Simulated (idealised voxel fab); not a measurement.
Documented hereafter: the process module known as voxel gate over fins.
195 nm wide, 5 nm square cells: that's cross-section cut.
A cross-section is a grid of square cells, given in bands from the top down. A band is one or more rows of cells. Heads up on the band format: heights come first, top then bottom, in nm. After that it's the materials left to right, each with its width in nm. A single material flagged "all across" fills the whole band edge to edge, and "empty" means there's empty space there. All heights in this document are referenced to 0, defined as the level beneath which the wafer, as received, consists entirely of one material. The lowest band is not bounded below; it extends indefinitely downward and is written in the form "0 -> down". The width entry "30 to 40" should be interpreted row by row: the top row of cells in the band takes the first number, the bottom row takes the second number, and the change between adjacent rows is uniform throughout. Step note "nothing got changed" = no cross-section cell changed. Any empty space of 8 cells or more lacking an open way to the top shows up in "Sealed internal cavities" as width x height at distance, distance from the left edge, in nm. That trailing text on a step's line, after the settings, is the simulator's own remark on the step. "overlay nm" denotes, for a step that has a mask, the displacement of the mask to the right of its planned place, with negative values corresponding to the left.
THE PROCESS STEPS THAT WERE PLANNED ARE LISTED BELOW
1. RECEIVE [material Si]
2. CONFORMAL_DEP [material SiN] [thk nm 5]
3. DIRECTIONAL_DEP [material aC] [thk nm 15]
4. PATTERN [tone cover] [mask id FINS] [material resist] [width nm 15] [pitch nm 60] [thk nm 30] [overlay nm -15]
5. DIRECTIONAL_ETCH [etch materials aC] [depth nm 15]
6. STRIP [etch materials resist]
7. DIRECTIONAL_ETCH [etch materials SiN] [depth nm 5]
8. DIRECTIONAL_ETCH [etch materials Si] [depth nm 30]
9. STRIP [etch materials aC]
10. FILL_DEP [material SiO2] [thk nm 10]
11. CMP [height nm 5]
12. MASKED_ETCH [tone open] [mask id RAIL] [width nm 15] [etch materials SiO2] [depth nm 30] [overlay nm 0]
13. CONFORMAL_DEP [material TiN] [thk nm 5]
14. FILL_DEP [material W] [thk nm 5]
15. CMP [height nm 5]
16. SELECTIVE_ETCH [etch materials W Ru TiN] [depth nm 20]
17. FILL_DEP [material SiO2] [thk nm 5]
18. CMP [height nm 5]
19. SELECTIVE_ETCH [etch materials SiO2] [depth nm 15]
20. STRIP [etch materials SiN]
21. CONFORMAL_DEP [material HfO2] [thk nm 5]
22. CONFORMAL_DEP [material TiN] [thk nm 5]
23. CONFORMAL_DEP [material TiAl] [thk nm 5]
24. CONFORMAL_DEP [material TiN] [thk nm 5]
25. FILL_DEP [material W] [thk nm 15]
26. CMP [height nm 30]
27. CONFORMAL_DEP [material SiCN] [thk nm 10]
Be aware that, although all wafers share a common starting state, the overlay nm at step 4 differs among them, and the plan displays the first wafer's value.
CROSS-SECTION OF THE FIRST OF SEVERAL WAFERS AS RECEIVED (AFTER STEP 1)
- 0 -> down  Si all across
- Sealed internal cavities: none
QUICK KEY FOR THE TABLE: A ROW PER WAFER, TAKEN AT THE END OF THE MODULE. FOR EACH MATERIAL IT TELLS YOU HOW MANY CELLS THE WAFER GAINED (+) OR LOST (-) SINCE IT CAME IN, AND THE CLOSED VOIDS COME AFTER
overlay nm -15, +51 HfO2, -180 Si, +78 SiCN, +114 SiO2, +51 TiAl, +105 TiN, +93 W, Sealed internal cavities: none
overlay nm -10, +51 HfO2, -180 Si, +78 SiCN, +114 SiO2, +51 TiAl, +107 TiN, +91 W, Sealed internal cavities: none
overlay nm -5, +51 HfO2, -180 Si, +78 SiCN, +114 SiO2, +51 TiAl, +107 TiN, +91 W, Sealed internal cavities: none
overlay nm 0, +51 HfO2, -180 Si, +78 SiCN, +114 SiO2, +51 TiAl, +107 TiN, +91 W, Sealed internal cavities: none
overlay nm 5, +51 HfO2, -180 Si, +78 SiCN, +114 SiO2, +51 TiAl, +107 TiN, +91 W, Sealed internal cavities: none
overlay nm 10, +51 HfO2, -180 Si, +78 SiCN, +114 SiO2, +51 TiAl, +107 TiN, +91 W, Sealed internal cavities: none
overlay nm 15, +51 HfO2, -180 Si, +78 SiCN, +114 SiO2, +51 TiAl, +105 TiN, +93 W, Sealed internal cavities: none
